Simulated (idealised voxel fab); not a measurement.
Name of the process module below: voxel self aligned vias
Cross-section cut spans 280 nm and uses square cells 5 nm in size.
The cross-sections in this document take the form of a grid made of square cells. They are written out as bands, in order from top to bottom. Each band consists of one or more rows of cells. Per band: top height and bottom height in nm, followed by the left-to-right materials and their widths in nm; "all across" marks a single material spanning edge to edge, "blank" marks empty space. Ref level 0: as-received wafer is one material below here. Bottom band extends down with no lower bound ("0 down"). The expression "30..40" gives the width at the extremes of the band, the first number at its top row of cells and the second at its bottom row, with the width changing by equal amounts from each row to the next in between. "no change occurred" for a step: no cell of the cross-section changed in that step. "Trapped voids" specifies each empty space that is not open to the top and that occupies no fewer than 8 cells, using the form width x height at distance, the distance measured from the left edge and all three quantities in nm. Read whatever lies past the settings on a step's line as the simulator's own remark about the step. overlay nm: right-of-plan distance of the mask on a masked step; negative values mean left-of-plan.

## The steps planned for the process are as follows
1) RECEIVE | material Si
2) CONFORMAL_DEP | material SiO2 | thk nm 10
3) CONFORMAL_DEP | material SiCN | thk nm 5
4) DIRECTIONAL_DEP | material lowk | thk nm 25
5) MASKED_ETCH | tone open | mask id LINES | width nm 20 | pitch nm 50 | etch materials lowk | depth nm 25 | overlay nm -15
6) CONFORMAL_DEP | material TiN | thk nm 5
7) FILL_DEP | material Ru | thk nm 10
8) CMP | height nm 40
9) SELECTIVE_ETCH | etch materials W Ru TiN | depth nm 5
10) FILL_DEP | material SiN | thk nm 5
11) CMP | height nm 40
12) DIRECTIONAL_DEP | material lowk | thk nm 20
13) DIRECTIONAL_DEP | material aC | thk nm 15
14) PATTERN | tone open | mask id VIAS | material resist | width nm 30 | pitch nm 100 | thk nm 30 | overlay nm 0
15) DIRECTIONAL_ETCH | etch materials aC | depth nm 15
16) STRIP | etch materials resist
17) DIRECTIONAL_ETCH | etch materials lowk | depth nm 20
18) DIRECTIONAL_ETCH | etch materials SiN | depth nm 5
19) STRIP | etch materials aC
20) CONFORMAL_DEP | material TiN | thk nm 5
21) FILL_DEP | material Ru | thk nm 5
22) CMP | height nm 60
23) CONFORMAL_DEP | material SiN | thk nm 5
For this document, wafers share an identical start and vary in the step 5 overlay nm; the plan quotes the first wafer's value.

## As-received state after step 1, first of several wafers, cross-section
    0 down: Si all across
    Trapped voids: none

## Take a look at the first of several wafers in cross-section: the module is done, and step 23 was its last step
    65 to 60: SiN all across
    60 to 45: lowk 75 nm / TiN 5 nm / Ru 20 nm / TiN 5 nm / lowk 70 nm / TiN 5 nm / Ru 20 nm / TiN 5 nm / lowk 75 nm
    45 to 40: lowk 75 nm / TiN 30 nm / lowk 70 nm / TiN 30 nm / lowk 75 nm
    40 to 35: lowk 65 nm / SiN 10 nm / TiN 10 nm / lowk 30 nm / SiN 20 nm / lowk 30 nm / SiN 10 nm / TiN 10 nm / lowk 95 nm
    35 to 20: lowk 65 nm / TiN 5 nm / Ru 10 nm / TiN 5 nm / lowk 30 nm / TiN 5 nm / Ru 10 nm / TiN 5 nm / lowk 30 nm / TiN 5 nm / Ru 10 nm / TiN 5 nm / lowk 95 nm
    20 to 15: lowk 65 nm / TiN 20 nm / lowk 30 nm / TiN 20 nm / lowk 30 nm / TiN 20 nm / lowk 95 nm
    15 to 10: SiCN all across
    10 to 0: SiO2 all across
    0 down: Si all across
    Trapped voids: none

## Showing the last wafer in cross-section at the end of the module
    65 to 60: SiN all across
    60 to 45: lowk 75 nm / TiN 5 nm / Ru 20 nm / TiN 5 nm / lowk 70 nm / TiN 5 nm / Ru 20 nm / TiN 5 nm / lowk 75 nm
    45 to 40: lowk 75 nm / TiN 30 nm / lowk 70 nm / TiN 30 nm / lowk 75 nm
    40 to 35: lowk 95 nm / TiN 10 nm / SiN 10 nm / lowk 30 nm / SiN 20 nm / lowk 30 nm / TiN 10 nm / SiN 10 nm / lowk 65 nm
    35 to 20: lowk 95 nm / TiN 5 nm / Ru 10 nm / TiN 5 nm / lowk 30 nm / TiN 5 nm / Ru 10 nm / TiN 5 nm / lowk 30 nm / TiN 5 nm / Ru 10 nm / TiN 5 nm / lowk 65 nm
    20 to 15: lowk 95 nm / TiN 20 nm / lowk 30 nm / TiN 20 nm / lowk 30 nm / TiN 20 nm / lowk 65 nm
    15 to 10: SiCN all across
    10 to 0: SiO2 all across
    0 down: Si all across
    Trapped voids: none

## Per-wafer rows below. For each material: cells gained (+) or lost (-) since the wafer was received, as of end of module. Then: closed voids
overlay nm -15 | +42 Ru | +56 SiCN | +64 SiN | +112 SiO2 | +58 TiN | +396 lowk | Trapped voids: none
overlay nm -10 | +44 Ru | +56 SiCN | +62 SiN | +112 SiO2 | +58 TiN | +396 lowk | Trapped voids: none
overlay nm -5 | +46 Ru | +56 SiCN | +60 SiN | +112 SiO2 | +58 TiN | +396 lowk | Trapped voids: none
overlay nm 0 | +46 Ru | +56 SiCN | +60 SiN | +112 SiO2 | +58 TiN | +396 lowk | Trapped voids: none
overlay nm 5 | +46 Ru | +56 SiCN | +60 SiN | +112 SiO2 | +58 TiN | +396 lowk | Trapped voids: none
overlay nm 10 | +44 Ru | +56 SiCN | +62 SiN | +112 SiO2 | +58 TiN | +396 lowk | Trapped voids: none
overlay nm 15 | +42 Ru | +56 SiCN | +64 SiN | +112 SiO2 | +58 TiN | +396 lowk | Trapped voids: none
